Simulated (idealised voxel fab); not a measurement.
This section sets out a process module, namely voxel self aligned contacts.
230 nm wide, 5 nm square cells: that's cross-section cut.
Cross-section format: a grid of square cells, given as bands from top to bottom; each band is one or more rows of cells. Top height, bottom height, nm. Materials left to right, width each, nm. Single material + "throughout" = fills band edge to edge. "air" = empty. Heights are reckoned from 0. Under this level, the received wafer is all of one material. The bottommost band is open-ended downward, for example "top 0, no bottom". You'd read "30 to 40" like this: the band's top row of cells is as wide as the first number, its bottom row is as wide as the second, and going down, every row changes width by the same amount as the row before did. Where a step carries "nothing different", the cross-section came out of it unchanged, cell for cell. Listed in "Closed internal voids": every empty space of 8 or more cells without an open way to the top. Form: width x height at distance, the distance being from the left edge, all in nm. Step line, after settings: the simulator's comment on this step. overlay nm: for a step with a mask, the amount by which the mask lay right of where it was planned; a negative amount means left of it.

Here's what the planned process steps look like:
1: RECEIVE, material Si
2: CONFORMAL_DEP, material SiO2, thk nm 5
3: DIRECTIONAL_DEP, material polySi, thk nm 30
4: DIRECTIONAL_DEP, material SiN, thk nm 15
5: DIRECTIONAL_DEP, material aC, thk nm 15
6: PATTERN, tone cover, mask id GATE, material resist, width nm 25, pitch nm 55, thk nm 35, overlay nm 0
7: DIRECTIONAL_ETCH, etch materials aC, depth nm 15
8: STRIP, etch materials resist
9: DIRECTIONAL_ETCH, etch materials SiN, depth nm 15
10: DIRECTIONAL_ETCH, etch materials polySi, depth nm 30
11: STRIP, etch materials aC
12: CONFORMAL_DEP, material SiN, thk nm 5
13: DIRECTIONAL_ETCH, etch materials SiN, depth nm 5
14: FILL_DEP, material SiO2, thk nm 20
15: CMP, height nm 60
16: DIRECTIONAL_DEP, material aC, thk nm 10
17: PATTERN, tone open, mask id CONTACT, material resist, width nm 40, thk nm 30, overlay nm 0
18: DIRECTIONAL_ETCH, etch materials aC, depth nm 10
19: STRIP, etch materials resist
20: DIRECTIONAL_ETCH, etch materials SiO2, depth nm 60
21: STRIP, etch materials aC
22: CONFORMAL_DEP, material TiN, thk nm 5
23: FILL_DEP, material W, thk nm 10
24: CMP, height nm 60
25: CONFORMAL_DEP, material SiN, thk nm 5

As-received wafer cross-section (after step 1):
    top 0, no bottom: Si throughout
    Closed internal voids: none

Here's the wafer cut in cross-section after the module, started and planned just like above, except one thing was done wrong in the run:
    top 65, bottom 60: SiN throughout
    top 60, bottom 50: SiO2 100 nm, TiN 5 to 10 nm, W 25 to 10 nm, TiN 5 to 15 nm, SiO2 95 nm
    top 50, bottom 35: SiO2 70 nm, SiN 35 nm, TiN 5 nm, W 10 nm, TiN 5 nm, SiN 35 nm, SiO2 70 nm
    top 35, bottom 5: SiO2 70 nm, SiN 5 nm, polySi 25 nm, SiN 5 nm, TiN 5 nm, W 10 nm, TiN 5 nm, SiN 5 nm, polySi 25 nm, SiN 5 nm, SiO2 70 nm
    top 5, bottom 0: SiO2 105 nm, TiN 20 nm, SiO2 105 nm
    top 0, no bottom: Si throughout
    Closed internal voids: none
Diagnosis: so step 17 ended up running with a different setting than we planned, it ran as PATTERN, tone open, mask id CONTACT, material resist, width nm 35, thk nm 30, overlay nm 0
